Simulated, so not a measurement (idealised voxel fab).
process module | voxel gate over fins
cross-section cut | 210 nm wide | cells 5 nm
A cross-section is a grid of square cells, given in bands from the top down. A band is one or more rows of cells.
Each band's line starts with the height of the band's top and of its bottom, in nm. Then come its materials from left to right, each with its width in nm. One material with "throughout" fills the band from edge to edge. "air" is empty space.
Height 0 is the level under which the wafer as received is all one material. The lowest band goes on downwards, as in "0 down".
A width such as "30 to 40" changes by the same amount from each row of cells to the next, from the band's top row to its bottom row.
"no change" after a step means that no cell of the cross-section changed.
closed voids: empty space of 8 cells or more with no open way to the top, each as width x height at its distance from the left edge, in nm
after a step's settings: what the simulator itself notes on the step
overlay nm, on a step with a mask: how far to the right of its planned place the mask lay; to the left if negative
plan
1 op RECEIVE | material Si
2 op CONFORMAL_DEP | material SiN | thk nm 10
3 op PATTERN | tone cover | mask id FINS | material resist | width nm 15 | pitch nm 45 | thk nm 15 | overlay nm 0
4 op DIRECTIONAL_ETCH | etch materials SiN | depth nm 10
5 op DIRECTIONAL_ETCH | etch materials Si | depth nm 40
6 op STRIP | etch materials resist
7 op OXIDIZE | depth nm 5
8 op FILL_DEP | material SiO2 | thk nm 5
9 op CMP | height nm 10
10 op SELECTIVE_ETCH | etch materials SiO2 | depth nm 20
11 op STRIP | etch materials SiN
12 op CONFORMAL_DEP | material HfO2 | thk nm 5
13 op CONFORMAL_DEP | material TiN | thk nm 5
14 op FILL_DEP | material W | thk nm 10
15 op CMP | height nm 15
16 op CONFORMAL_DEP | material SiCN | thk nm 10
first wafer, as planned
as received, after step 1
  0 down: Si throughout
  closed voids: none
after step 2
  10 to 0: SiN throughout
  below 0: unchanged
after step 3
  25 to 10: air 50 | resist 15 | air 30 | resist 15 | air 30 | resist 15 | air 55
  below 10: unchanged
after step 4
  25 to 10: air 50 | resist 15 | air 30 | resist 15 | air 30 | resist 15 | air 55
  10 to 0: air 50 | SiN 15 | air 30 | SiN 15 | air 30 | SiN 15 | air 55
  below 0: unchanged
after step 5
  25 to 10: air 50 | resist 15 | air 30 | resist 15 | air 30 | resist 15 | air 55
  10 to 0: air 50 | SiN 15 | air 30 | SiN 15 | air 30 | SiN 15 | air 55
  0 to -40: air 50 | Si 15 | air 30 | Si 15 | air 30 | Si 15 | air 55
  below -40: unchanged
after step 6
  10 to 0: air 50 | SiN 15 | air 30 | SiN 15 | air 30 | SiN 15 | air 55
  below 0: unchanged
after step 7
  10 to 0: air 50 | SiN 15 | air 30 | SiN 15 | air 30 | SiN 15 | air 55
  0 to -40: air 50 | SiO2 5 | Si 5 | SiO2 5 | air 30 | SiO2 5 | Si 5 | SiO2 5 | air 30 | SiO2 5 | Si 5 | SiO2 5 | air 55
  -40 to -45: SiO2 55 | Si 5 | SiO2 40 | Si 5 | SiO2 40 | Si 5 | SiO2 60
  below -45: unchanged
after step 8
  15 to 10: SiO2 throughout
  10 to 0: SiO2 50 | SiN 15 | SiO2 30 | SiN 15 | SiO2 30 | SiN 15 | SiO2 55
  0 to -45: SiO2 55 | Si 5 | SiO2 40 | Si 5 | SiO2 40 | Si 5 | SiO2 60
  below -45: unchanged
after step 9
  10 to 0: SiO2 50 | SiN 15 | SiO2 30 | SiN 15 | SiO2 30 | SiN 15 | SiO2 55
  below 0: unchanged
after step 10
  10 to 0: air 50 | SiN 15 | air 30 | SiN 15 | air 30 | SiN 15 | air 55
  0 to -10: air 55 | Si 5 | air 40 | Si 5 | air 40 | Si 5 | air 60
  below -10: unchanged
after step 11
  0 to -10: air 55 | Si 5 | air 40 | Si 5 | air 40 | Si 5 | air 60
  below -10: unchanged
after step 12
  5 to 0: air 50 | HfO2 15 | air 30 | HfO2 15 | air 30 | HfO2 15 | air 55
  0 to -5: air 50 | HfO2 5 | Si 5 | HfO2 5 | air 30 | HfO2 5 | Si 5 | HfO2 5 | air 30 | HfO2 5 | Si 5 | HfO2 5 | air 55
  -5 to -10: HfO2 55 | Si 5 | HfO2 40 | Si 5 | HfO2 40 | Si 5 | HfO2 60
  below -10: unchanged
after step 13
  10 to 5: air 45 | TiN 25 | air 20 | TiN 25 | air 20 | TiN 25 | air 50
  5 to 0: air 45 | TiN 5 | HfO2 15 | TiN 5 | air 20 | TiN 5 | HfO2 15 | TiN 5 | air 20 | TiN 5 | HfO2 15 | TiN 5 | air 50
  0 to -5: TiN 50 | HfO2 5 | Si 5 | HfO2 5 | TiN 30 | HfO2 5 | Si 5 | HfO2 5 | TiN 30 | HfO2 5 | Si 5 | HfO2 5 | TiN 55
  below -5: unchanged
after step 14
  20 to 10: W throughout
  10 to 5: W 45 | TiN 25 | W 20 | TiN 25 | W 20 | TiN 25 | W 50
  5 to 0: W 45 | TiN 5 | HfO2 15 | TiN 5 | W 20 | TiN 5 | HfO2 15 | TiN 5 | W 20 | TiN 5 | HfO2 15 | TiN 5 | W 50
  below 0: unchanged
after step 15
  15 to 10: W throughout
  below 10: unchanged
after step 16
  25 to 15: SiCN throughout
  below 15: unchanged
second wafer: like start, like plan, one mistake. Through step 9 it matches the first wafer
when step 10 should have ended
  10 to 0: air 50 | SiN 15 | air 30 | SiN 15 | air 30 | SiN 15 | air 55
  0 to -30: air 55 | Si 5 | air 40 | Si 5 | air 40 | Si 5 | air 60
  below -30: unchanged
when step 11 should have ended
  0 to -30: air 55 | Si 5 | air 40 | Si 5 | air 40 | Si 5 | air 60
  below -30: unchanged
when step 12 should have ended
  5 to 0: air 50 | HfO2 15 | air 30 | HfO2 15 | air 30 | HfO2 15 | air 55
  0 to -25: air 50 | HfO2 5 | Si 5 | HfO2 5 | air 30 | HfO2 5 | Si 5 | HfO2 5 | air 30 | HfO2 5 | Si 5 | HfO2 5 | air 55
  -25 to -30: HfO2 55 | Si 5 | HfO2 40 | Si 5 | HfO2 40 | Si 5 | HfO2 60
  below -30: unchanged
when step 13 should have ended
  10 to 5: air 45 | TiN 25 | air 20 | TiN 25 | air 20 | TiN 25 | air 50
  5 to 0: air 45 | TiN 5 | HfO2 15 | TiN 5 | air 20 | TiN 5 | HfO2 15 | TiN 5 | air 20 | TiN 5 | HfO2 15 | TiN 5 | air 50
  0 to -20: air 45 | TiN 5 | HfO2 5 | Si 5 | HfO2 5 | TiN 5 | air 20 | TiN 5 | HfO2 5 | Si 5 | HfO2 5 | TiN 5 | air 20 | TiN 5 | HfO2 5 | Si 5 | HfO2 5 | TiN 5 | air 50
  -20 to -25: TiN 50 | HfO2 5 | Si 5 | HfO2 5 | TiN 30 | HfO2 5 | Si 5 | HfO2 5 | TiN 30 | HfO2 5 | Si 5 | HfO2 5 | TiN 55
  below -25: unchanged
when step 14 should have ended
  20 to 10: W throughout
  10 to 5: W 45 | TiN 25 | W 20 | TiN 25 | W 20 | TiN 25 | W 50
  5 to 0: W 45 | TiN 5 | HfO2 15 | TiN 5 | W 20 | TiN 5 | HfO2 15 | TiN 5 | W 20 | TiN 5 | HfO2 15 | TiN 5 | W 50
  0 to -20: W 45 | TiN 5 | HfO2 5 | Si 5 | HfO2 5 | TiN 5 | W 20 | TiN 5 | HfO2 5 | Si 5 | HfO2 5 | TiN 5 | W 20 | TiN 5 | HfO2 5 | Si 5 | HfO2 5 | TiN 5 | W 50
  below -20: unchanged
when step 15 should have ended
  15 to 10: W throughout
  below 10: unchanged
when step 16 should have ended
  25 to 15: SiCN throughout
  below 15: unchanged
what went wrong: step 10 was run twice
at the end the second wafer has, in cells: 24 more of HfO2 | 156 fewer of SiO2 | 24 more of TiN | 108 more of W
